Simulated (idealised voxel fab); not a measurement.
Herein follows the process module entitled voxel fin reveal.
We display cut, a cross-section 210 nm in width whose square cells are each 5 nm.
Heads up, the way a cross-section reads in here is a grid of square cells, handed over as bands from the top down, with every band being one or more rows of cells.
For a band, the entry starts with two heights in nm, that of the top and then that of the bottom, and carries on with the band's materials in order from left to right, each alongside its width in nm; the word "all across" beside a single material means it fills the band edge to edge, and "blank" means empty space.
Zero point of the height axis is 0; under it, received wafer = one material. Lowest band: continues down indefinitely, "0..down".
When a width is written as two numbers, as in "30->40", the first number is the width in the top row of cells of the band and the second is the width in its bottom row, and the width changes by the same amount from each row to the next.
The designation "no alterations made", where it is given for a processing step, indicates that no cell of the cross-section was altered in the course of that step.
"Enclosed void entries": sealed empty spaces, 8 cells or more, no open way to top, listed width x height at distance, with distance from the left edge and width, height and distance in nm.
What comes after the settings on a step's line is commentary from the simulator itself on that step.
A step's line can hold "overlay nm"; with a mask on that step, the setting says how far right of the planned place the mask lay, while a negative setting says it lay to the left.

Steps planned for the process:
step 1: op RECEIVE | material Si
step 2: op CONFORMAL_DEP | material SiN | thk nm 10
step 3: op PATTERN | tone cover | mask id FINS | material resist | width nm 15 | pitch nm 40 | thk nm 20 | overlay nm -15
step 4: op DIRECTIONAL_ETCH | etch materials SiN | depth nm 10
step 5: op DIRECTIONAL_ETCH | etch materials Si | depth nm 40
step 6: op STRIP | etch materials resist
step 7: op OXIDIZE | depth nm 5
step 8: op FILL_DEP | material SiO2 | thk nm 5
step 9: op CMP | height nm 10
step 10: op SELECTIVE_ETCH | etch materials SiO2 | depth nm 20
step 11: op STRIP | etch materials SiN
step 12: op CONFORMAL_DEP | material HfO2 | thk nm 5
It is noted that the wafers described herein are identical at the outset and are distinguished by the overlay nm of step 3; the value stated in the plan corresponds to the first wafer.

Cross-sectional view of the first of several wafers in the as-received condition, corresponding to the state following step 1:
> 0..down  Si all across
> Enclosed void entries: none

Each row below is a wafer at the end of the module, listing for every material the number of cells it has gained (+) or lost (-) since it was received, followed by its closed voids:
overlay nm -15, +54 HfO2, -351 Si, +273 SiO2, Enclosed void entries: none
overlay nm -10, +54 HfO2, -351 Si, +273 SiO2, Enclosed void entries: none
overlay nm -5, +54 HfO2, -351 Si, +273 SiO2, Enclosed void entries: none
overlay nm 0, +54 HfO2, -351 Si, +273 SiO2, Enclosed void entries: none
overlay nm 5, +54 HfO2, -351 Si, +273 SiO2, Enclosed void entries: none
overlay nm 10, +54 HfO2, -351 Si, +273 SiO2, Enclosed void entries: none
overlay nm 15, +54 HfO2, -351 Si, +273 SiO2, Enclosed void entries: none
